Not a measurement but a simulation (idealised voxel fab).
The process module presented herein is designated voxel trench capacitor.
Cross-sectional view cut (width: 160 nm; square cell size: 5 nm).
Heads up, the way a cross-section reads in here is a grid of square cells, handed over as bands from the top down, with every band being one or more rows of cells. Basically the band line says how high the top is and how high the bottom is, in nm, and then what's in it from left to right, every material with its width in nm. Empty space shows up as "air", and if a single material carries "full width" it runs the full band edge to edge. The reference from which all heights are counted is 0, the level beneath which the as-received wafer is entirely one material; the lowest band, having no lower bound, proceeds downward and is written after the example "from 0 down". Width: "30 to 40" (first number = top row, second number = bottom row, same change from row to row of cells). Given "no alterations made" for a step, no cell of the cross-section differs between before and after that step. "Enclosed void inventory" - sealed voids, min. 8 cells, no opening to top; format: width x height at distance (distance from left edge; nm throughout). Note: text after step settings on the step line = simulator remark on that step. overlay nm: where the mask lay relative to plan, measured to the right, on steps with a mask; negatives go left.

-- The steps planned for the process are as follows
1) RECEIVE with material Si
2) CONFORMAL_DEP with material SiN, thk nm 10
3) PATTERN with tone open, mask id TRENCH, material resist, width nm 25, pitch nm 40, thk nm 20, overlay nm 0
4) DIRECTIONAL_ETCH with etch materials SiN, depth nm 10
5) DIRECTIONAL_ETCH with etch materials Si, depth nm 35
6) STRIP with etch materials resist
7) CONFORMAL_DEP with material Al2O3, thk nm 5
8) FILL_DEP with material polySi, thk nm 10
9) CMP with height nm 10

-- Incoming wafer in cross-section (state: after step 1)
- from 0 down | Si full width
- Enclosed void inventory: none

-- End-of-module cross-section of the first of two wafers, processed as planned
- from 10 to 0 | 45 of SiN, 5 of Al2O3, 15 of polySi, 5 of Al2O3, 15 of SiN, 5 of Al2O3, 15 of polySi, 5 of Al2O3, 50 of SiN
- from 0 to -30 | 45 of Si, 5 of Al2O3, 15 of polySi, 5 of Al2O3, 15 of Si, 5 of Al2O3, 15 of polySi, 5 of Al2O3, 50 of Si
- from -30 to -35 | 45 of Si, 25 of Al2O3, 15 of Si, 25 of Al2O3, 50 of Si
- from -35 down | Si full width
- Enclosed void inventory: none

-- Wafer two, end of module, cross-section. Same start, same plan as wafer one. One mistake in the run
- from 10 to 0 | 50 of SiN, 5 of Al2O3, 15 of polySi, 5 of Al2O3, 15 of SiN, 5 of Al2O3, 15 of polySi, 5 of Al2O3, 45 of SiN
- from 0 to -30 | 50 of Si, 5 of Al2O3, 15 of polySi, 5 of Al2O3, 15 of Si, 5 of Al2O3, 15 of polySi, 5 of Al2O3, 45 of Si
- from -30 to -35 | 50 of Si, 25 of Al2O3, 15 of Si, 25 of Al2O3, 45 of Si
- from -35 down | Si full width
- Enclosed void inventory: none
What broke from the plan during processing? so step 3 ended up running with a different setting than we planned, it ran as PATTERN with tone open, mask id TRENCH, material resist, width nm 25, pitch nm 40, thk nm 20, overlay nm 5
At the end, the second wafer has the same number of cells of each material as the first, but those cells sit in other places.
